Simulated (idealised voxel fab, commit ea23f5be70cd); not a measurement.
process module | voxel gate over fins
cross-section cut | 155 nm wide | cells 5 nm
A cross-section is a grid of square cells, given in bands from the top down. A band is one or more rows of cells.
Each band's line starts with the height of the band's top and of its bottom, in nm. Then come its materials from left to right, each with its width in nm. One material with "throughout" fills the band from edge to edge. "air" is empty space.
Height 0 is the level under which the wafer as received is all one material. The lowest band goes on downwards, as in "0 down".
A width such as "30 to 40" changes by the same amount from each row of cells to the next, from the band's top row to its bottom row.
"no change" after a step means that no cell of the cross-section changed.
closed voids: empty space of 8 cells or more with no open way to the top, each as width x height at its distance from the left edge, in nm
after a step's settings: what the simulator itself notes on the step
overlay nm, on a step with a mask: how far to the right of its planned place the mask lay; to the left if negative
plan
1 op RECEIVE | material Si
2 op CONFORMAL_DEP | material SiN | thk nm 10
3 op MASKED_ETCH | tone cover | mask id FINS | width nm 15 | pitch nm 40 | etch materials SiN | depth nm 10 | overlay nm 0
4 op MASKED_ETCH | tone cover | mask id FINS | width nm 15 | pitch nm 40 | etch materials Si | depth nm 40 | overlay nm 0
5 op OXIDIZE | depth nm 5
6 op FILL_DEP | material SiO2 | thk nm 10
7 op CMP | height nm 10
8 op SELECTIVE_ETCH | etch materials SiO2 | depth nm 25
9 op STRIP | etch materials SiN
10 op CONFORMAL_DEP | material HfO2 | thk nm 5
11 op CONFORMAL_DEP | material TiN | thk nm 5
12 op CONFORMAL_DEP | material TiAl | thk nm 5
13 op CONFORMAL_DEP | material TiN | thk nm 5
14 op FILL_DEP | material W | thk nm 10
15 op CMP | height nm 25
16 op CONFORMAL_DEP | material SiCN | thk nm 5
first wafer, as planned
as received, after step 1
  0 down: Si throughout
  closed voids: none
after step 2
  10 to 0: SiN throughout
  below 0: unchanged
after step 3
  10 to 0: air 50 | SiN 15 | air 25 | SiN 15 | air 50
  below 0: unchanged
after step 4
  10 to 0: air 50 | SiN 15 | air 25 | SiN 15 | air 50
  0 to -40: air 50 | Si 15 | air 25 | Si 15 | air 50
  below -40: unchanged
after step 5
  10 to 0: air 50 | SiN 15 | air 25 | SiN 15 | air 50
  0 to -40: air 50 | SiO2 5 | Si 5 | SiO2 5 | air 25 | SiO2 5 | Si 5 | SiO2 5 | air 50
  -40 to -45: SiO2 55 | Si 5 | SiO2 35 | Si 5 | SiO2 55
  below -45: unchanged
after step 6
  20 to 10: SiO2 throughout
  10 to 0: SiO2 50 | SiN 15 | SiO2 25 | SiN 15 | SiO2 50
  0 to -45: SiO2 55 | Si 5 | SiO2 35 | Si 5 | SiO2 55
  below -45: unchanged
after step 7
  10 to 0: SiO2 50 | SiN 15 | SiO2 25 | SiN 15 | SiO2 50
  below 0: unchanged
after step 8
  10 to 0: air 50 | SiN 15 | air 25 | SiN 15 | air 50
  0 to -15: air 55 | Si 5 | air 35 | Si 5 | air 55
  below -15: unchanged
after step 9
  0 to -15: air 55 | Si 5 | air 35 | Si 5 | air 55
  below -15: unchanged
after step 10
  5 to 0: air 50 | HfO2 15 | air 25 | HfO2 15 | air 50
  0 to -10: air 50 | HfO2 5 | Si 5 | HfO2 5 | air 25 | HfO2 5 | Si 5 | HfO2 5 | air 50
  -10 to -15: HfO2 55 | Si 5 | HfO2 35 | Si 5 | HfO2 55
  below -15: unchanged
after step 11
  10 to 5: air 45 | TiN 25 | air 15 | TiN 25 | air 45
  5 to 0: air 45 | TiN 5 | HfO2 15 | TiN 5 | air 15 | TiN 5 | HfO2 15 | TiN 5 | air 45
  0 to -5: air 45 | TiN 5 | HfO2 5 | Si 5 | HfO2 5 | TiN 5 | air 15 | TiN 5 | HfO2 5 | Si 5 | HfO2 5 | TiN 5 | air 45
  -5 to -10: TiN 50 | HfO2 5 | Si 5 | HfO2 5 | TiN 25 | HfO2 5 | Si 5 | HfO2 5 | TiN 50
  below -10: unchanged
after step 12
  15 to 10: air 40 | TiAl 35 | air 5 | TiAl 35 | air 40
  10 to 5: air 40 | TiAl 5 | TiN 25 | TiAl 5 | air 5 | TiAl 5 | TiN 25 | TiAl 5 | air 40
  5 to 0: air 40 | TiAl 5 | TiN 5 | HfO2 15 | TiN 5 | TiAl 5 | air 5 | TiAl 5 | TiN 5 | HfO2 15 | TiN 5 | TiAl 5 | air 40
  0 to -5: TiAl 45 | TiN 5 | HfO2 5 | Si 5 | HfO2 5 | TiN 5 | TiAl 15 | TiN 5 | HfO2 5 | Si 5 | HfO2 5 | TiN 5 | TiAl 45
  below -5: unchanged
after step 13
  20 to 15: air 35 | TiN 85 | air 35
  15 to 10: air 35 | TiN 5 | TiAl 35 | TiN 5 | TiAl 35 | TiN 5 | air 35
  10 to 5: air 35 | TiN 5 | TiAl 5 | TiN 25 | TiAl 5 | TiN 5 | TiAl 5 | TiN 25 | TiAl 5 | TiN 5 | air 35
  5 to 0: TiN 40 | TiAl 5 | TiN 5 | HfO2 15 | TiN 5 | TiAl 5 | TiN 5 | TiAl 5 | TiN 5 | HfO2 15 | TiN 5 | TiAl 5 | TiN 40
  below 0: unchanged
after step 14
  30 to 20: W throughout
  20 to 15: W 35 | TiN 85 | W 35
  15 to 10: W 35 | TiN 5 | TiAl 35 | TiN 5 | TiAl 35 | TiN 5 | W 35
  10 to 5: W 35 | TiN 5 | TiAl 5 | TiN 25 | TiAl 5 | TiN 5 | TiAl 5 | TiN 25 | TiAl 5 | TiN 5 | W 35
  below 5: unchanged
after step 15
  25 to 20: W throughout
  below 20: unchanged
after step 16
  30 to 25: SiCN throughout
  below 25: unchanged
second wafer: like start, like plan, one mistake. Through step 7 it matches the first wafer
when step 8 should have ended
  10 to 0: air 50 | SiN 15 | air 25 | SiN 15 | air 50
  0 to -40: air 55 | Si 5 | air 35 | Si 5 | air 55
  below -40: unchanged
when step 9 should have ended
  0 to -40: air 55 | Si 5 | air 35 | Si 5 | air 55
  below -40: unchanged
when step 10 should have ended
  5 to 0: air 50 | HfO2 15 | air 25 | HfO2 15 | air 50
  0 to -35: air 50 | HfO2 5 | Si 5 | HfO2 5 | air 25 | HfO2 5 | Si 5 | HfO2 5 | air 50
  -35 to -40: HfO2 55 | Si 5 | HfO2 35 | Si 5 | HfO2 55
  below -40: unchanged
when step 11 should have ended
  10 to 5: air 45 | TiN 25 | air 15 | TiN 25 | air 45
  5 to 0: air 45 | TiN 5 | HfO2 15 | TiN 5 | air 15 | TiN 5 | HfO2 15 | TiN 5 | air 45
  0 to -30: air 45 | TiN 5 | HfO2 5 | Si 5 | HfO2 5 | TiN 5 | air 15 | TiN 5 | HfO2 5 | Si 5 | HfO2 5 | TiN 5 | air 45
  -30 to -35: TiN 50 | HfO2 5 | Si 5 | HfO2 5 | TiN 25 | HfO2 5 | Si 5 | HfO2 5 | TiN 50
  below -35: unchanged
when step 12 should have ended
  15 to 10: air 40 | TiAl 35 | air 5 | TiAl 35 | air 40
  10 to 5: air 40 | TiAl 5 | TiN 25 | TiAl 5 | air 5 | TiAl 5 | TiN 25 | TiAl 5 | air 40
  5 to 0: air 40 | TiAl 5 | TiN 5 | HfO2 15 | TiN 5 | TiAl 5 | air 5 | TiAl 5 | TiN 5 | HfO2 15 | TiN 5 | TiAl 5 | air 40
  0 to -25: air 40 | TiAl 5 | TiN 5 | HfO2 5 | Si 5 | HfO2 5 | TiN 5 | TiAl 5 | air 5 | TiAl 5 | TiN 5 | HfO2 5 | Si 5 | HfO2 5 | TiN 5 | TiAl 5 | air 40
  -25 to -30: TiAl 45 | TiN 5 | HfO2 5 | Si 5 | HfO2 5 | TiN 5 | TiAl 15 | TiN 5 | HfO2 5 | Si 5 | HfO2 5 | TiN 5 | TiAl 45
  below -30: unchanged
when step 13 should have ended
  20 to 15: air 35 | TiN 85 | air 35
  15 to 10: air 35 | TiN 5 | TiAl 35 | TiN 5 | TiAl 35 | TiN 5 | air 35
  10 to 5: air 35 | TiN 5 | TiAl 5 | TiN 25 | TiAl 5 | TiN 5 | TiAl 5 | TiN 25 | TiAl 5 | TiN 5 | air 35
  5 to 0: air 35 | TiN 5 | TiAl 5 | TiN 5 | HfO2 15 | TiN 5 | TiAl 5 | TiN 5 | TiAl 5 | TiN 5 | HfO2 15 | TiN 5 | TiAl 5 | TiN 5 | air 35
  0 to -20: air 35 | TiN 5 | TiAl 5 | TiN 5 | HfO2 5 | Si 5 | HfO2 5 | TiN 5 | TiAl 5 | TiN 5 | TiAl 5 | TiN 5 | HfO2 5 | Si 5 | HfO2 5 | TiN 5 | TiAl 5 | TiN 5 | air 35
  -20 to -25: TiN 40 | TiAl 5 | TiN 5 | HfO2 5 | Si 5 | HfO2 5 | TiN 5 | TiAl 5 | TiN 5 | TiAl 5 | TiN 5 | HfO2 5 | Si 5 | HfO2 5 | TiN 5 | TiAl 5 | TiN 40
  below -25: unchanged
when step 14 should have ended
  30 to 20: W throughout
  20 to 15: W 35 | TiN 85 | W 35
  15 to 10: W 35 | TiN 5 | TiAl 35 | TiN 5 | TiAl 35 | TiN 5 | W 35
  10 to 5: W 35 | TiN 5 | TiAl 5 | TiN 25 | TiAl 5 | TiN 5 | TiAl 5 | TiN 25 | TiAl 5 | TiN 5 | W 35
  5 to 0: W 35 | TiN 5 | TiAl 5 | TiN 5 | HfO2 15 | TiN 5 | TiAl 5 | TiN 5 | TiAl 5 | TiN 5 | HfO2 15 | TiN 5 | TiAl 5 | TiN 5 | W 35
  0 to -20: W 35 | TiN 5 | TiAl 5 | TiN 5 | HfO2 5 | Si 5 | HfO2 5 | TiN 5 | TiAl 5 | TiN 5 | TiAl 5 | TiN 5 | HfO2 5 | Si 5 | HfO2 5 | TiN 5 | TiAl 5 | TiN 5 | W 35
  below -20: unchanged
when step 15 should have ended
  25 to 20: W throughout
  below 20: unchanged
when step 16 should have ended
  30 to 25: SiCN throughout
  below 25: unchanged
what went wrong: step 8 was run twice
at the end the second wafer has, in cells: 20 more of HfO2 | 145 fewer of SiO2 | 20 more of TiAl | 35 more of TiN | 70 more of W
